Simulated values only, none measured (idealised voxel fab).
Process module name: voxel self aligned contacts
Displayed cross-section: cut, width of 295 nm, square cells sized 5 nm.
Format of a cross-section: grid, square cells. Given as bands. Order: top down. Band: one or more rows of cells.
This entry defines a band. It first specifies the height of the band's top and the height of its bottom in nm, and then specifies the band's materials from left to right, stating each material with its width in nm. The word "everywhere" identifies a single material that fills the band from edge to edge, while the word "air" identifies empty space.
Convention: height 0 is the level below which the wafer, as received, is all one material. The lowest band does not terminate at the bottom but continues downward, represented as "0 -> down".
Width "30->40": first value at the band's top row of cells, second value at its bottom row, equal change from row to row.
"remains unaltered" for a step: no cell of the cross-section changed in that step.
Empty spaces counting at least 8 cells and having no open way to the top are listed in "Voids, enclosed". The notation width x height at distance is used for each, the distance being from the left edge and all three values in nm.
What comes after the settings on a step's line is commentary from the simulator itself on that step.
overlay nm: where the mask lay relative to plan, measured to the right, on steps with a mask; negatives go left.
**List of planned process steps**
| 1 | RECEIVE with material Si |
| 2 | OXIDIZE with depth nm 5 |
| 3 | DIRECTIONAL_DEP with material polySi, thk nm 30 |
| 4 | DIRECTIONAL_DEP with material SiN, thk nm 20 |
| 5 | DIRECTIONAL_DEP with material aC, thk nm 10 |
| 6 | PATTERN with tone cover, mask id GATE, material resist, width nm 25, pitch nm 50, thk nm 25, overlay nm 0 |
| 7 | DIRECTIONAL_ETCH with etch materials aC, depth nm 10 |
| 8 | STRIP with etch materials resist |
| 9 | DIRECTIONAL_ETCH with etch materials SiN, depth nm 20 |
| 10 | DIRECTIONAL_ETCH with etch materials polySi, depth nm 30 |
| 11 | STRIP with etch materials aC |
| 12 | CONFORMAL_DEP with material SiN, thk nm 5 |
| 13 | DIRECTIONAL_ETCH with etch materials SiN, depth nm 5 |
| 14 | FILL_DEP with material SiO2, thk nm 15 |
| 15 | CMP with height nm 60 |
| 16 | DIRECTIONAL_DEP with material aC, thk nm 15 |
| 17 | PATTERN with tone open, mask id CONTACT, material resist, width nm 35, pitch nm 50, thk nm 30, overlay nm 0 |
| 18 | DIRECTIONAL_ETCH with etch materials aC, depth nm 15 |
| 19 | STRIP with etch materials resist |
| 20 | DIRECTIONAL_ETCH with etch materials SiO2, depth nm 65 |
| 21 | STRIP with etch materials aC |
| 22 | CONFORMAL_DEP with material TiN, thk nm 5 |
| 23 | FILL_DEP with material Ru, thk nm 5 |
| 24 | CMP with height nm 60 |
| 25 | CONFORMAL_DEP with material SiN, thk nm 5 |
**First wafer of two (run as planned)**
**The cross-section here shows the wafer as received, i.e. in its state after step 1**
- 0 -> down = Si everywhere
- Voids, enclosed: none
**Wafer xsec, post step 2**
- 0 -> -5 = SiO2 everywhere
- At heights below -5, the structure remains unaltered.
**Wafer xsec, post step 3**
- 30 -> 0 = polySi everywhere
- At heights below 0, the structure remains unaltered.
**Wafer xsec, post step 4**
- 50 -> 30 = SiN everywhere
- At heights below 30, the structure remains unaltered.
**Wafer xsec, post step 5**
- 60 -> 50 = aC everywhere
- At heights below 50, the structure remains unaltered.
**Wafer xsec, post step 6**
- 85 -> 60 = air 85 nm | resist 25 nm | air 25 nm | resist 25 nm | air 25 nm | resist 25 nm | air 85 nm
- At heights below 60, the structure remains unaltered.
**Wafer xsec, post step 7**
- 75 -> 60 = air 85 nm | resist 25 nm | air 25 nm | resist 25 nm | air 25 nm | resist 25 nm | air 85 nm
- 60 -> 50 = air 85 nm | aC 25 nm | air 25 nm | aC 25 nm | air 25 nm | aC 25 nm | air 85 nm
- At heights below 50, the structure remains unaltered.
**Wafer xsec, post step 8**
- 60 -> 50 = air 85 nm | aC 25 nm | air 25 nm | aC 25 nm | air 25 nm | aC 25 nm | air 85 nm
- At heights below 50, the structure remains unaltered.
**Wafer xsec, post step 9**
- 60 -> 50 = air 85 nm | aC 25 nm | air 25 nm | aC 25 nm | air 25 nm | aC 25 nm | air 85 nm
- 50 -> 30 = air 85 nm | SiN 25 nm | air 25 nm | SiN 25 nm | air 25 nm | SiN 25 nm | air 85 nm
- At heights below 30, the structure remains unaltered.
**Wafer xsec, post step 10**
- 60 -> 50 = air 85 nm | aC 25 nm | air 25 nm | aC 25 nm | air 25 nm | aC 25 nm | air 85 nm
- 50 -> 30 = air 85 nm | SiN 25 nm | air 25 nm | SiN 25 nm | air 25 nm | SiN 25 nm | air 85 nm
- 30 -> 0 = air 85 nm | polySi 25 nm | air 25 nm | polySi 25 nm | air 25 nm | polySi 25 nm | air 85 nm
- At heights below 0, the structure remains unaltered.
**Wafer xsec, post step 11**
- 50 -> 30 = air 85 nm | SiN 25 nm | air 25 nm | SiN 25 nm | air 25 nm | SiN 25 nm | air 85 nm
- At heights below 30, the structure remains unaltered.
**Wafer xsec, post step 12**
- 55 -> 30 = air 80 nm | SiN 35 nm | air 15 nm | SiN 35 nm | air 15 nm | SiN 35 nm | air 80 nm
- 30 -> 5 = air 80 nm | SiN 5 nm | polySi 25 nm | SiN 5 nm | air 15 nm | SiN 5 nm | polySi 25 nm | SiN 5 nm | air 15 nm | SiN 5 nm | polySi 25 nm | SiN 5 nm | air 80 nm
- 5 -> 0 = SiN 85 nm | polySi 25 nm | SiN 25 nm | polySi 25 nm | SiN 25 nm | polySi 25 nm | SiN 85 nm
- At heights below 0, the structure remains unaltered.
**Wafer xsec, post step 13**
- 50 -> 30 = air 80 nm | SiN 35 nm | air 15 nm | SiN 35 nm | air 15 nm | SiN 35 nm | air 80 nm
- 30 -> 0 = air 80 nm | SiN 5 nm | polySi 25 nm | SiN 5 nm | air 15 nm | SiN 5 nm | polySi 25 nm | SiN 5 nm | air 15 nm | SiN 5 nm | polySi 25 nm | SiN 5 nm | air 80 nm
- At heights below 0, the structure remains unaltered.
**Wafer xsec, post step 14**
- 65 -> 50 = SiO2 everywhere
- 50 -> 30 = SiO2 80 nm | SiN 35 nm | SiO2 15 nm | SiN 35 nm | SiO2 15 nm | SiN 35 nm | SiO2 80 nm
- 30 -> 0 = SiO2 80 nm | SiN 5 nm | polySi 25 nm | SiN 5 nm | SiO2 15 nm | SiN 5 nm | polySi 25 nm | SiN 5 nm | SiO2 15 nm | SiN 5 nm | polySi 25 nm | SiN 5 nm | SiO2 80 nm
- At heights below 0, the structure remains unaltered.
**Wafer xsec, post step 15**
- 60 -> 50 = SiO2 everywhere
- At heights below 50, the structure remains unaltered.
**Wafer xsec, post step 16**
- 75 -> 60 = aC everywhere
- At heights below 60, the structure remains unaltered.
**Wafer xsec, post step 17**
- 105 -> 75 = resist 105 nm | air 35 nm | resist 15 nm | air 35 nm | resist 105 nm
- At heights below 75, the structure remains unaltered.
**Wafer xsec, post step 18**
- 90 -> 75 = resist 105 nm | air 35 nm | resist 15 nm | air 35 nm | resist 105 nm
- 75 -> 60 = aC 105 nm | air 35 nm | aC 15 nm | air 35 nm | aC 105 nm
- At heights below 60, the structure remains unaltered.
**Wafer xsec, post step 19**
- 75 -> 60 = aC 105 nm | air 35 nm | aC 15 nm | air 35 nm | aC 105 nm
- At heights below 60, the structure remains unaltered.
**Wafer xsec, post step 20**
- 75 -> 60 = aC 105 nm | air 35 nm | aC 15 nm | air 35 nm | aC 105 nm
- 60 -> 50 = SiO2 105 nm | air 35 nm | SiO2 15 nm | air 35 nm | SiO2 105 nm
- 50 -> 30 = SiO2 80 nm | SiN 35 nm | air 15 nm | SiN 35 nm | air 15 nm | SiN 35 nm | SiO2 80 nm
- 30 -> 0 = SiO2 80 nm | SiN 5 nm | polySi 25 nm | SiN 5 nm | air 15 nm | SiN 5 nm | polySi 25 nm | SiN 5 nm | air 15 nm | SiN 5 nm | polySi 25 nm | SiN 5 nm | SiO2 80 nm
- 0 -> -5 = SiO2 115 nm | air 15 nm | SiO2 35 nm | air 15 nm | SiO2 115 nm
- At heights below -5, the structure remains unaltered.
**Wafer xsec, post step 21**
- 60 -> 50 = SiO2 105 nm | air 35 nm | SiO2 15 nm | air 35 nm | SiO2 105 nm
- At heights below 50, the structure remains unaltered.
**Wafer xsec, post step 22**
- 65 -> 60 = TiN 110 nm | air 25 nm | TiN 25 nm | air 25 nm | TiN 110 nm
- 60 -> 50 = SiO2 105 nm | TiN 5->15 nm | air 25->5 nm | TiN 5->15 nm | SiO2 15 nm | TiN 5->15 nm | air 25->5 nm | TiN 5->15 nm | SiO2 105 nm
- 50 -> 30 = SiO2 80 nm | SiN 35 nm | TiN 5 nm | air 5 nm | TiN 5 nm | SiN 35 nm | TiN 5 nm | air 5 nm | TiN 5 nm | SiN 35 nm | SiO2 80 nm
- 30 -> 0 = SiO2 80 nm | SiN 5 nm | polySi 25 nm | SiN 5 nm | TiN 5 nm | air 5 nm | TiN 5 nm | SiN 5 nm | polySi 25 nm | SiN 5 nm | TiN 5 nm | air 5 nm | TiN 5 nm | SiN 5 nm | polySi 25 nm | SiN 5 nm | SiO2 80 nm
- 0 -> -5 = SiO2 115 nm | TiN 15 nm | SiO2 35 nm | TiN 15 nm | SiO2 115 nm
- At heights below -5, the structure remains unaltered.
**Wafer xsec, post step 23**
- 70 -> 65 = Ru everywhere
- 65 -> 60 = TiN 110 nm | Ru 25 nm | TiN 25 nm | Ru 25 nm | TiN 110 nm
- 60 -> 50 = SiO2 105 nm | TiN 5->15 nm | Ru 25->5 nm | TiN 5->15 nm | SiO2 15 nm | TiN 5->15 nm | Ru 25->5 nm | TiN 5->15 nm | SiO2 105 nm
- 50 -> 30 = SiO2 80 nm | SiN 35 nm | TiN 5 nm | Ru 5 nm | TiN 5 nm | SiN 35 nm | TiN 5 nm | Ru 5 nm | TiN 5 nm | SiN 35 nm | SiO2 80 nm
- 30 -> 0 = SiO2 80 nm | SiN 5 nm | polySi 25 nm | SiN 5 nm | TiN 5 nm | Ru 5 nm | TiN 5 nm | SiN 5 nm | polySi 25 nm | SiN 5 nm | TiN 5 nm | Ru 5 nm | TiN 5 nm | SiN 5 nm | polySi 25 nm | SiN 5 nm | SiO2 80 nm
- At heights below 0, the structure remains unaltered.
**Wafer xsec, post step 24**
- 60 -> 50 = SiO2 105 nm | TiN 5->15 nm | Ru 25->5 nm | TiN 5->15 nm | SiO2 15 nm | TiN 5->15 nm | Ru 25->5 nm | TiN 5->15 nm | SiO2 105 nm
- At heights below 50, the structure remains unaltered.
**Wafer xsec, post step 25**
- 65 -> 60 = SiN everywhere
- At heights below 60, the structure remains unaltered.
**The second wafer: identical to the first at the outset and in its planned sequence, differing only in that one mistake was made during processing; up to and including step 5, its path is the first wafer's path**
**The second wafer cut through, at the time step 6 was supposed to be finished**
- 85 -> 60 = air 90 nm | resist 25 nm | air 25 nm | resist 25 nm | air 25 nm | resist 25 nm | air 80 nm
- At heights below 60, the structure remains unaltered.
**The second wafer cut through, at the time step 7 was supposed to be finished**
- 75 -> 60 = air 90 nm | resist 25 nm | air 25 nm | resist 25 nm | air 25 nm | resist 25 nm | air 80 nm
- 60 -> 50 = air 90 nm | aC 25 nm | air 25 nm | aC 25 nm | air 25 nm | aC 25 nm | air 80 nm
- At heights below 50, the structure remains unaltered.
**The second wafer cut through, at the time step 8 was supposed to be finished**
- 60 -> 50 = air 90 nm | aC 25 nm | air 25 nm | aC 25 nm | air 25 nm | aC 25 nm | air 80 nm
- At heights below 50, the structure remains unaltered.
**The second wafer cut through, at the time step 9 was supposed to be finished**
- 60 -> 50 = air 90 nm | aC 25 nm | air 25 nm | aC 25 nm | air 25 nm | aC 25 nm | air 80 nm
- 50 -> 30 = air 90 nm | SiN 25 nm | air 25 nm | SiN 25 nm | air 25 nm | SiN 25 nm | air 80 nm
- At heights below 30, the structure remains unaltered.
**The second wafer cut through, at the time step 10 was supposed to be finished**
- 60 -> 50 = air 90 nm | aC 25 nm | air 25 nm | aC 25 nm | air 25 nm | aC 25 nm | air 80 nm
- 50 -> 30 = air 90 nm | SiN 25 nm | air 25 nm | SiN 25 nm | air 25 nm | SiN 25 nm | air 80 nm
- 30 -> 0 = air 90 nm | polySi 25 nm | air 25 nm | polySi 25 nm | air 25 nm | polySi 25 nm | air 80 nm
- At heights below 0, the structure remains unaltered.
**The second wafer cut through, at the time step 11 was supposed to be finished**
- 50 -> 30 = air 90 nm | SiN 25 nm | air 25 nm | SiN 25 nm | air 25 nm | SiN 25 nm | air 80 nm
- At heights below 30, the structure remains unaltered.
**The second wafer cut through, at the time step 12 was supposed to be finished**
- 55 -> 30 = air 85 nm | SiN 35 nm | air 15 nm | SiN 35 nm | air 15 nm | SiN 35 nm | air 75 nm
- 30 -> 5 = air 85 nm | SiN 5 nm | polySi 25 nm | SiN 5 nm | air 15 nm | SiN 5 nm | polySi 25 nm | SiN 5 nm | air 15 nm | SiN 5 nm | polySi 25 nm | SiN 5 nm | air 75 nm
- 5 -> 0 = SiN 90 nm | polySi 25 nm | SiN 25 nm | polySi 25 nm | SiN 25 nm | polySi 25 nm | SiN 80 nm
- At heights below 0, the structure remains unaltered.
**The second wafer cut through, at the time step 13 was supposed to be finished**
- 50 -> 30 = air 85 nm | SiN 35 nm | air 15 nm | SiN 35 nm | air 15 nm | SiN 35 nm | air 75 nm
- 30 -> 0 = air 85 nm | SiN 5 nm | polySi 25 nm | SiN 5 nm | air 15 nm | SiN 5 nm | polySi 25 nm | SiN 5 nm | air 15 nm | SiN 5 nm | polySi 25 nm | SiN 5 nm | air 75 nm
- At heights below 0, the structure remains unaltered.
**The second wafer cut through, at the time step 14 was supposed to be finished**
- 65 -> 50 = SiO2 everywhere
- 50 -> 30 = SiO2 85 nm | SiN 35 nm | SiO2 15 nm | SiN 35 nm | SiO2 15 nm | SiN 35 nm | SiO2 75 nm
- 30 -> 0 = SiO2 85 nm | SiN 5 nm | polySi 25 nm | SiN 5 nm | SiO2 15 nm | SiN 5 nm | polySi 25 nm | SiN 5 nm | SiO2 15 nm | SiN 5 nm | polySi 25 nm | SiN 5 nm | SiO2 75 nm
- At heights below 0, the structure remains unaltered.
**The second wafer cut through, at the time step 15 was supposed to be finished**
- 60 -> 50 = SiO2 everywhere
- At heights below 50, the structure remains unaltered.
**The second wafer cut through, at the time step 16 was supposed to be finished**
- 75 -> 60 = aC everywhere
- At heights below 60, the structure remains unaltered.
**The second wafer cut through, at the time step 17 was supposed to be finished**
- 105 -> 75 = resist 105 nm | air 35 nm | resist 15 nm | air 35 nm | resist 105 nm
- At heights below 75, the structure remains unaltered.
**The second wafer cut through, at the time step 18 was supposed to be finished**
- 90 -> 75 = resist 105 nm | air 35 nm | resist 15 nm | air 35 nm | resist 105 nm
- 75 -> 60 = aC 105 nm | air 35 nm | aC 15 nm | air 35 nm | aC 105 nm
- At heights below 60, the structure remains unaltered.
**The second wafer cut through, at the time step 19 was supposed to be finished**
- 75 -> 60 = aC 105 nm | air 35 nm | aC 15 nm | air 35 nm | aC 105 nm
- At heights below 60, the structure remains unaltered.
**The second wafer cut through, at the time step 20 was supposed to be finished**
- 75 -> 60 = aC 105 nm | air 35 nm | aC 15 nm | air 35 nm | aC 105 nm
- 60 -> 50 = SiO2 105 nm | air 35 nm | SiO2 15 nm | air 35 nm | SiO2 105 nm
- 50 -> 30 = SiO2 85 nm | SiN 35 nm | air 15 nm | SiN 35 nm | air 15 nm | SiN 35 nm | SiO2 75 nm
- 30 -> 0 = SiO2 85 nm | SiN 5 nm | polySi 25 nm | SiN 5 nm | air 15 nm | SiN 5 nm | polySi 25 nm | SiN 5 nm | air 15 nm | SiN 5 nm | polySi 25 nm | SiN 5 nm | SiO2 75 nm
- 0 -> -5 = SiO2 120 nm | air 15 nm | SiO2 35 nm | air 15 nm | SiO2 110 nm
- At heights below -5, the structure remains unaltered.
**The second wafer cut through, at the time step 21 was supposed to be finished**
- 60 -> 50 = SiO2 105 nm | air 35 nm | SiO2 15 nm | air 35 nm | SiO2 105 nm
- At heights below 50, the structure remains unaltered.
**The second wafer cut through, at the time step 22 was supposed to be finished**
- 65 -> 60 = TiN 110 nm | air 25 nm | TiN 25 nm | air 25 nm | TiN 110 nm
- 60 -> 50 = SiO2 105 nm | TiN 5->20 nm | air 25->5 nm | TiN 5->10 nm | SiO2 15 nm | TiN 5->20 nm | air 25->5 nm | TiN 5->10 nm | SiO2 105 nm
- 50 -> 30 = SiO2 85 nm | SiN 35 nm | TiN 5 nm | air 5 nm | TiN 5 nm | SiN 35 nm | TiN 5 nm | air 5 nm | TiN 5 nm | SiN 35 nm | SiO2 75 nm
- 30 -> 0 = SiO2 85 nm | SiN 5 nm | polySi 25 nm | SiN 5 nm | TiN 5 nm | air 5 nm | TiN 5 nm | SiN 5 nm | polySi 25 nm | SiN 5 nm | TiN 5 nm | air 5 nm | TiN 5 nm | SiN 5 nm | polySi 25 nm | SiN 5 nm | SiO2 75 nm
- 0 -> -5 = SiO2 120 nm | TiN 15 nm | SiO2 35 nm | TiN 15 nm | SiO2 110 nm
- At heights below -5, the structure remains unaltered.
**The second wafer cut through, at the time step 23 was supposed to be finished**
- 70 -> 65 = Ru everywhere
- 65 -> 60 = TiN 110 nm | Ru 25 nm | TiN 25 nm | Ru 25 nm | TiN 110 nm
- 60 -> 50 = SiO2 105 nm | TiN 5->20 nm | Ru 25->5 nm | TiN 5->10 nm | SiO2 15 nm | TiN 5->20 nm | Ru 25->5 nm | TiN 5->10 nm | SiO2 105 nm
- 50 -> 30 = SiO2 85 nm | SiN 35 nm | TiN 5 nm | Ru 5 nm | TiN 5 nm | SiN 35 nm | TiN 5 nm | Ru 5 nm | TiN 5 nm | SiN 35 nm | SiO2 75 nm
- 30 -> 0 = SiO2 85 nm | SiN 5 nm | polySi 25 nm | SiN 5 nm | TiN 5 nm | Ru 5 nm | TiN 5 nm | SiN 5 nm | polySi 25 nm | SiN 5 nm | TiN 5 nm | Ru 5 nm | TiN 5 nm | SiN 5 nm | polySi 25 nm | SiN 5 nm | SiO2 75 nm
- At heights below 0, the structure remains unaltered.
**The second wafer cut through, at the time step 24 was supposed to be finished**
- 60 -> 50 = SiO2 105 nm | TiN 5->20 nm | Ru 25->5 nm | TiN 5->10 nm | SiO2 15 nm | TiN 5->20 nm | Ru 25->5 nm | TiN 5->10 nm | SiO2 105 nm
- At heights below 50, the structure remains unaltered.
**The second wafer cut through, at the time step 25 was supposed to be finished**
- 65 -> 60 = SiN everywhere
- At heights below 60, the structure remains unaltered.
Diagnosis: step 6 ran differently from the plan; actual operation with settings: PATTERN with tone cover, mask id GATE, material resist, width nm 25, pitch nm 50, thk nm 25, overlay nm 5
Heads up: at the end the two wafers have identical cell counts per material, they're just laid out differently.
